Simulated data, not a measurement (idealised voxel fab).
process module | voxel fin reveal
cross-section cut | 210 nm wide | cells 5 nm
A cross-section is a grid of square cells, given in bands from the top down. A band is one or more rows of cells.
Each band's line starts with the height of the band's top and of its bottom, in nm. Then come its materials from left to right, each with its width in nm. One material with "throughout" fills the band from edge to edge. "air" is empty space.
Height 0 is the level under which the wafer as received is all one material. The lowest band goes on downwards, as in "0 down".
A width such as "30 to 40" changes by the same amount from each row of cells to the next, from the band's top row to its bottom row.
"no change" after a step means that no cell of the cross-section changed.
closed voids: empty space of 8 cells or more with no open way to the top, each as width x height at its distance from the left edge, in nm
after a step's settings: what the simulator itself notes on the step
overlay nm, on a step with a mask: how far to the right of its planned place the mask lay; to the left if negative
plan
1 op RECEIVE | material Si
2 op CONFORMAL_DEP | material SiN | thk nm 10
3 op MASKED_ETCH | tone cover | mask id FINS | width nm 15 | pitch nm 40 | etch materials SiN | depth nm 10 | overlay nm -15
4 op MASKED_ETCH | tone cover | mask id FINS | width nm 15 | pitch nm 40 | etch materials Si | depth nm 40 | overlay nm 0
5 op FILL_DEP | material SiO2 | thk nm 10
6 op CMP | height nm 10
7 op SELECTIVE_ETCH | etch materials SiO2 | depth nm 35
8 op STRIP | etch materials SiN
varied across the wafers: overlay nm of step 3. The plan shows the first wafer's value. All wafers start alike
first wafer as received, after step 1
  0 down: Si throughout
  closed voids: none
each wafer at the end: cells of each material gained (+) or lost (-) since it was received, then its closed voids
overlay nm -15 | -240 Si | +90 SiO2 | closed voids: none
overlay nm -10 | -256 Si | +96 SiO2 | closed voids: none
overlay nm -5 | -272 Si | +102 SiO2 | closed voids: none
overlay nm 0 | -288 Si | +108 SiO2 | closed voids: none
overlay nm 5 | -272 Si | +102 SiO2 | closed voids: none
overlay nm 10 | -256 Si | +96 SiO2 | closed voids: none
overlay nm 15 | -240 Si | +90 SiO2 | closed voids: none
